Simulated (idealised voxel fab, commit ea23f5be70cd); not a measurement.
process module | voxel self aligned contacts
In the cross-section labelled cut, the width is 200 nm and each square cell is 5 nm.
Cross-section, as written here: a square-cell grid given band by band from the top down, where a band holds one or more rows of cells.
Band: top and bottom heights (nm) first, top before bottom; then materials from left to right, widths in nm. "all across" marks a sole material filling the band edge to edge. "empty" denotes empty space.
Beneath 0, the wafer as received is one material, and that level is where height counting begins. The lowest band goes on downward without a bottom; it is written like "0 and below".
The expression "30->40" gives the width at the extremes of the band, the first number at its top row of cells and the second at its bottom row, with the width changing by equal amounts from each row to the next in between.
A step reported as "left unchanged" is a step in which no cell of the cross-section changed.
So "Enclosed void entries" is basically the list of trapped voids: any empty space of 8 cells or more that can't reach the top through an opening. They're written width x height at distance, the distance being from the left edge, and it's all nm.
Formally, on a step line, whatever follows the settings is a remark that the simulator itself makes on the step.
The "overlay nm" setting may appear on a step's line; for a step that uses a mask, it gives how far to the right of its planned position the mask lay, and a negative value indicates the left.

Planned step list for the process
1) RECEIVE,material Si
2) OXIDIZE,depth nm 5
3) DIRECTIONAL_DEP,material polySi,thk nm 25
4) DIRECTIONAL_DEP,material SiN,thk nm 20
5) MASKED_ETCH,tone cover,mask id GATE,width nm 25,pitch nm 70,etch materials SiN,depth nm 20,overlay nm 0
6) MASKED_ETCH,tone cover,mask id GATE,width nm 25,pitch nm 70,etch materials polySi,depth nm 25,overlay nm 0
7) CONFORMAL_DEP,material SiN,thk nm 10
8) DIRECTIONAL_ETCH,etch materials SiN,depth nm 10
9) FILL_DEP,material SiO2,thk nm 15
10) CMP,height nm 55
11) DIRECTIONAL_DEP,material aC,thk nm 10
12) PATTERN,tone open,mask id CONTACT,material resist,width nm 55,pitch nm 70,thk nm 25,overlay nm 0
13) DIRECTIONAL_ETCH,etch materials aC,depth nm 10
14) STRIP,etch materials resist
15) DIRECTIONAL_ETCH,etch materials SiO2,depth nm 60
16) STRIP,etch materials aC
17) CONFORMAL_DEP,material TiN,thk nm 5
18) FILL_DEP,material W,thk nm 5
19) CMP,height nm 55
20) CONFORMAL_DEP,material SiCN,thk nm 5

The first of a set of two wafers, run to plan

Step 1 complete: cross-section of the wafer as received
- 0 and below = Si all across
- Enclosed void entries: none

After step 2: wafer cross-section
- 0 down to -5 = SiO2 all across
- Below -5 it's all the same as before, nothing changed down there.

After step 3: wafer cross-section
- 25 down to 0 = polySi all across
- Below 0 it's all the same as before, nothing changed down there.

After step 4: wafer cross-section
- 45 down to 25 = SiN all across
- Below 25 it's all the same as before, nothing changed down there.

After step 5: wafer cross-section
- 45 down to 25 = 15 of empty  25 of SiN  45 of empty  25 of SiN  45 of empty  25 of SiN  20 of empty
- Below 25 it's all the same as before, nothing changed down there.

After step 6: wafer cross-section
- 45 down to 25 = 15 of empty  25 of SiN  45 of empty  25 of SiN  45 of empty  25 of SiN  20 of empty
- 25 down to 0 = 15 of empty  25 of polySi  45 of empty  25 of polySi  45 of empty  25 of polySi  20 of empty
- Below 0 it's all the same as before, nothing changed down there.

After step 7: wafer cross-section
- 55 down to 25 = 5 of empty  45 of SiN  25 of empty  45 of SiN  25 of empty  45 of SiN  10 of empty
- 25 down to 10 = 5 of empty  10 of SiN  25 of polySi  10 of SiN  25 of empty  10 of SiN  25 of polySi  10 of SiN  25 of empty  10 of SiN  25 of polySi  10 of SiN  10 of empty
- 10 down to 0 = 15 of SiN  25 of polySi  45 of SiN  25 of polySi  45 of SiN  25 of polySi  20 of SiN
- Below 0 it's all the same as before, nothing changed down there.

After step 8: wafer cross-section
- 45 down to 25 = 5 of empty  45 of SiN  25 of empty  45 of SiN  25 of empty  45 of SiN  10 of empty
- 25 down to 0 = 5 of empty  10 of SiN  25 of polySi  10 of SiN  25 of empty  10 of SiN  25 of polySi  10 of SiN  25 of empty  10 of SiN  25 of polySi  10 of SiN  10 of empty
- Below 0 it's all the same as before, nothing changed down there.

After step 9: wafer cross-section
- 60 down to 45 = SiO2 all across
- 45 down to 25 = 5 of SiO2  45 of SiN  25 of SiO2  45 of SiN  25 of SiO2  45 of SiN  10 of SiO2
- 25 down to 0 = 5 of SiO2  10 of SiN  25 of polySi  10 of SiN  25 of SiO2  10 of SiN  25 of polySi  10 of SiN  25 of SiO2  10 of SiN  25 of polySi  10 of SiN  10 of SiO2
- Below 0 it's all the same as before, nothing changed down there.

After step 10: wafer cross-section
- 55 down to 45 = SiO2 all across
- Below 45 it's all the same as before, nothing changed down there.

After step 11: wafer cross-section
- 65 down to 55 = aC all across
- Below 55 it's all the same as before, nothing changed down there.

After step 12: wafer cross-section
- 90 down to 65 = 35 of resist  55 of empty  15 of resist  55 of empty  40 of resist
- Below 65 it's all the same as before, nothing changed down there.

After step 13: wafer cross-section
- 80 down to 65 = 35 of resist  55 of empty  15 of resist  55 of empty  40 of resist
- 65 down to 55 = 35 of aC  55 of empty  15 of aC  55 of empty  40 of aC
- Below 55 it's all the same as before, nothing changed down there.

After step 14: wafer cross-section
- 65 down to 55 = 35 of aC  55 of empty  15 of aC  55 of empty  40 of aC
- Below 55 it's all the same as before, nothing changed down there.

After step 15: wafer cross-section
- 65 down to 55 = 35 of aC  55 of empty  15 of aC  55 of empty  40 of aC
- 55 down to 45 = 35 of SiO2  55 of empty  15 of SiO2  55 of empty  40 of SiO2
- 45 down to 25 = 5 of SiO2  45 of SiN  25 of empty  45 of SiN  25 of empty  45 of SiN  10 of SiO2
- 25 down to 0 = 5 of SiO2  10 of SiN  25 of polySi  10 of SiN  25 of empty  10 of SiN  25 of polySi  10 of SiN  25 of empty  10 of SiN  25 of polySi  10 of SiN  10 of SiO2
- 0 down to -5 = 50 of SiO2  25 of empty  45 of SiO2  25 of empty  55 of SiO2
- Below -5 it's all the same as before, nothing changed down there.

After step 16: wafer cross-section
- 55 down to 45 = 35 of SiO2  55 of empty  15 of SiO2  55 of empty  40 of SiO2
- Below 45 it's all the same as before, nothing changed down there.

After step 17: wafer cross-section
- 60 down to 55 = 40 of TiN  45 of empty  25 of TiN  45 of empty  45 of TiN
- 55 down to 45 = 35 of SiO2  5->20 of TiN  45->15 of empty  5->20 of TiN  15 of SiO2  5->20 of TiN  45->15 of empty  5->20 of TiN  40 of SiO2
- 45 down to 25 = 5 of SiO2  45 of SiN  5 of TiN  15 of empty  5 of TiN  45 of SiN  5 of TiN  15 of empty  5 of TiN  45 of SiN  10 of SiO2
- 25 down to 0 = 5 of SiO2  10 of SiN  25 of polySi  10 of SiN  5 of TiN  15 of empty  5 of TiN  10 of SiN  25 of polySi  10 of SiN  5 of TiN  15 of empty  5 of TiN  10 of SiN  25 of polySi  10 of SiN  10 of SiO2
- 0 down to -5 = 50 of SiO2  25 of TiN  45 of SiO2  25 of TiN  55 of SiO2
- Below -5 it's all the same as before, nothing changed down there.

After step 18: wafer cross-section
- 65 down to 60 = W all across
- 60 down to 55 = 40 of TiN  45 of W  25 of TiN  45 of W  45 of TiN
- 55 down to 45 = 35 of SiO2  5->20 of TiN  45->15 of W  5->20 of TiN  15 of SiO2  5->20 of TiN  45->15 of W  5->20 of TiN  40 of SiO2
- 45 down to 25 = 5 of SiO2  45 of SiN  5 of TiN  15 of W  5 of TiN  45 of SiN  5 of TiN  15 of W  5 of TiN  45 of SiN  10 of SiO2
- 25 down to 0 = 5 of SiO2  10 of SiN  25 of polySi  10 of SiN  5 of TiN  15 of W  5 of TiN  10 of SiN  25 of polySi  10 of SiN  5 of TiN  15 of W  5 of TiN  10 of SiN  25 of polySi  10 of SiN  10 of SiO2
- Below 0 it's all the same as before, nothing changed down there.

After step 19: wafer cross-section
- 55 down to 45 = 35 of SiO2  5->20 of TiN  45->15 of W  5->20 of TiN  15 of SiO2  5->20 of TiN  45->15 of W  5->20 of TiN  40 of SiO2
- Below 45 it's all the same as before, nothing changed down there.

After step 20: wafer cross-section
- 60 down to 55 = SiCN all across
- Below 55 it's all the same as before, nothing changed down there.

Second wafer, same starting conditions and recipe as the first, one mistake in executing it, nothing differs from the first up to and including step 6

X-section, second wafer, when step 7 was due to finish
- 35 down to 25 = 15 of empty  25 of SiN  45 of empty  25 of SiN  45 of empty  25 of SiN  20 of empty
- Below 25 it's all the same as before, nothing changed down there.

X-section, second wafer, when step 8 was due to finish
- 45 down to 25 = 5 of empty  45 of SiN  25 of empty  45 of SiN  25 of empty  45 of SiN  10 of empty
- 25 down to 10 = 5 of empty  10 of SiN  25 of polySi  10 of SiN  25 of empty  10 of SiN  25 of polySi  10 of SiN  25 of empty  10 of SiN  25 of polySi  10 of SiN  10 of empty
- 10 down to 0 = 15 of SiN  25 of polySi  45 of SiN  25 of polySi  45 of SiN  25 of polySi  20 of SiN
- Below 0 it's all the same as before, nothing changed down there.

X-section, second wafer, when step 9 was due to finish
- 60 down to 45 = SiO2 all across
- 45 down to 25 = 5 of SiO2  45 of SiN  25 of SiO2  45 of SiN  25 of SiO2  45 of SiN  10 of SiO2
- 25 down to 10 = 5 of SiO2  10 of SiN  25 of polySi  10 of SiN  25 of SiO2  10 of SiN  25 of polySi  10 of SiN  25 of SiO2  10 of SiN  25 of polySi  10 of SiN  10 of SiO2
- Below 10 it's all the same as before, nothing changed down there.

X-section, second wafer, when step 10 was due to finish
- 55 down to 45 = SiO2 all across
- Below 45 it's all the same as before, nothing changed down there.

X-section, second wafer, when step 11 was due to finish
- 65 down to 55 = aC all across
- Below 55 it's all the same as before, nothing changed down there.

X-section, second wafer, when step 12 was due to finish
- 90 down to 65 = 35 of resist  55 of empty  15 of resist  55 of empty  40 of resist
- Below 65 it's all the same as before, nothing changed down there.

X-section, second wafer, when step 13 was due to finish
- 80 down to 65 = 35 of resist  55 of empty  15 of resist  55 of empty  40 of resist
- 65 down to 55 = 35 of aC  55 of empty  15 of aC  55 of empty  40 of aC
- Below 55 it's all the same as before, nothing changed down there.

X-section, second wafer, when step 14 was due to finish
- 65 down to 55 = 35 of aC  55 of empty  15 of aC  55 of empty  40 of aC
- Below 55 it's all the same as before, nothing changed down there.

X-section, second wafer, when step 15 was due to finish
- 65 down to 55 = 35 of aC  55 of empty  15 of aC  55 of empty  40 of aC
- 55 down to 45 = 35 of SiO2  55 of empty  15 of SiO2  55 of empty  40 of SiO2
- 45 down to 25 = 5 of SiO2  45 of SiN  25 of empty  45 of SiN  25 of empty  45 of SiN  10 of SiO2
- 25 down to 10 = 5 of SiO2  10 of SiN  25 of polySi  10 of SiN  25 of empty  10 of SiN  25 of polySi  10 of SiN  25 of empty  10 of SiN  25 of polySi  10 of SiN  10 of SiO2
- Below 10 it's all the same as before, nothing changed down there.

X-section, second wafer, when step 16 was due to finish
- 55 down to 45 = 35 of SiO2  55 of empty  15 of SiO2  55 of empty  40 of SiO2
- Below 45 it's all the same as before, nothing changed down there.

X-section, second wafer, when step 17 was due to finish
- 60 down to 55 = 40 of TiN  45 of empty  25 of TiN  45 of empty  45 of TiN
- 55 down to 45 = 35 of SiO2  5->20 of TiN  45->15 of empty  5->20 of TiN  15 of SiO2  5->20 of TiN  45->15 of empty  5->20 of TiN  40 of SiO2
- 45 down to 25 = 5 of SiO2  45 of SiN  5 of TiN  15 of empty  5 of TiN  45 of SiN  5 of TiN  15 of empty  5 of TiN  45 of SiN  10 of SiO2
- 25 down to 15 = 5 of SiO2  10 of SiN  25 of polySi  10 of SiN  5 of TiN  15 of empty  5 of TiN  10 of SiN  25 of polySi  10 of SiN  5 of TiN  15 of empty  5 of TiN  10 of SiN  25 of polySi  10 of SiN  10 of SiO2
- 15 down to 10 = 5 of SiO2  10 of SiN  25 of polySi  10 of SiN  25 of TiN  10 of SiN  25 of polySi  10 of SiN  25 of TiN  10 of SiN  25 of polySi  10 of SiN  10 of SiO2
- Below 10 it's all the same as before, nothing changed down there.

X-section, second wafer, when step 18 was due to finish
- 65 down to 60 = W all across
- 60 down to 55 = 40 of TiN  45 of W  25 of TiN  45 of W  45 of TiN
- 55 down to 45 = 35 of SiO2  5->20 of TiN  45->15 of W  5->20 of TiN  15 of SiO2  5->20 of TiN  45->15 of W  5->20 of TiN  40 of SiO2
- 45 down to 25 = 5 of SiO2  45 of SiN  5 of TiN  15 of W  5 of TiN  45 of SiN  5 of TiN  15 of W  5 of TiN  45 of SiN  10 of SiO2
- 25 down to 15 = 5 of SiO2  10 of SiN  25 of polySi  10 of SiN  5 of TiN  15 of W  5 of TiN  10 of SiN  25 of polySi  10 of SiN  5 of TiN  15 of W  5 of TiN  10 of SiN  25 of polySi  10 of SiN  10 of SiO2
- Below 15 it's all the same as before, nothing changed down there.

X-section, second wafer, when step 19 was due to finish
- 55 down to 45 = 35 of SiO2  5->20 of TiN  45->15 of W  5->20 of TiN  15 of SiO2  5->20 of TiN  45->15 of W  5->20 of TiN  40 of SiO2
- Below 45 it's all the same as before, nothing changed down there.

X-section, second wafer, when step 20 was due to finish
- 60 down to 55 = SiCN all across
- Below 55 it's all the same as before, nothing changed down there.
In executing the process, a mistake was made relative to the plan: order of steps 7 and 8 inverted relative to the plan
End of process, cell counts, second wafer against first, materials with more or fewer: +26 SiN; +4 SiO2; -12 TiN; -18 W
